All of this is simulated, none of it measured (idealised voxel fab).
Process module under the name voxel ribs on slabs
Pictured: cross-section cut, 155 nm wide, on a grid of 5 nm square cells.
For the purposes of this document, a cross-section shall be understood as a grid of square cells, specified as bands listed in top-to-bottom order, each band consisting of one or more rows of cells.
Band entry format. Leading values: height of top, height of bottom, nm. Remainder: materials in left-to-right order, each with its width in nm. Special words: "edge to edge" on a single material, which then fills the band edge to edge; "air", empty space.
Zero point of the height axis is 0; under it, received wafer = one material. Lowest band: continues down indefinitely, "from 0 down".
Quick explanation for "30..40": the width changes in equal steps down the rows of cells, from the first number in the band's top row to the second number in its bottom row.
Take "no change occurred" at face value: in the step it is given for, the cross-section changed in none of its cells.
Any empty space of 8 cells or more lacking an open way to the top shows up in "Encapsulated voids" as width x height at distance, distance from the left edge, in nm.
Note: text after step settings on the step line = simulator remark on that step.
On any step carrying a mask, the "overlay nm" setting, if present on the step's line, tells how far right of its planned place the mask lay; negative values point to the left.

THE STEPS PLANNED FOR THE PROCESS ARE AS FOLLOWS
| 1 | op RECEIVE | material Si |
| 2 | op DIRECTIONAL_DEP | material SiO2 | thk nm 30 |
| 3 | op DIRECTIONAL_DEP | material polySi | thk nm 15 |
| 4 | op MASKED_ETCH | tone cover | mask id RIB | width nm 20 | etch materials polySi | depth nm 5 | overlay nm 0 |
| 5 | op MASKED_ETCH | tone cover | mask id SLAB | width nm 50 | etch materials polySi | depth nm 10 | overlay nm 0 |
| 6 | op FILL_DEP | material SiO2 | thk nm 25 |
| 7 | op CMP | height nm 60 |
| 8 | op DIRECTIONAL_DEP | material TiN | thk nm 5 |
| 9 | op PATTERN | tone cover | mask id HEATER | material resist | width nm 30 | thk nm 20 | overlay nm 0 |
| 10 | op DIRECTIONAL_ETCH | etch materials TiN | depth nm 5 |
| 11 | op STRIP | etch materials resist |
| 12 | op CONFORMAL_DEP | material SiO2 | thk nm 10 |

CROSS-SECTION: WAFER ON ARRIVAL = AFTER STEP 1
from 0 down  Si edge to edge
Encapsulated voids: none

MODULE COMPLETE, CROSS-SECTION. STARTING POINT AND PLAN PER ABOVE. ONE MISTAKE MADE IN RUNNING THE MODULE
from 75 to 70  SiO2 70 nm, then air 10 nm, then SiO2 75 nm
from 70 to 65  SiO2 edge to edge
from 65 to 60  TiN 60 nm, then SiO2 30 nm, then TiN 65 nm
from 60 to 45  SiO2 edge to edge
from 45 to 40  SiO2 65 nm, then polySi 20 nm, then SiO2 70 nm
from 40 to 30  SiO2 50 nm, then polySi 50 nm, then SiO2 55 nm
from 30 to 0  SiO2 edge to edge
from 0 down  Si edge to edge
Encapsulated voids: none
Here's what went sideways: rather than as planned, step 9 actually ran as op PATTERN | tone open | mask id HEATER | material resist | width nm 30 | thk nm 20 | overlay nm 0
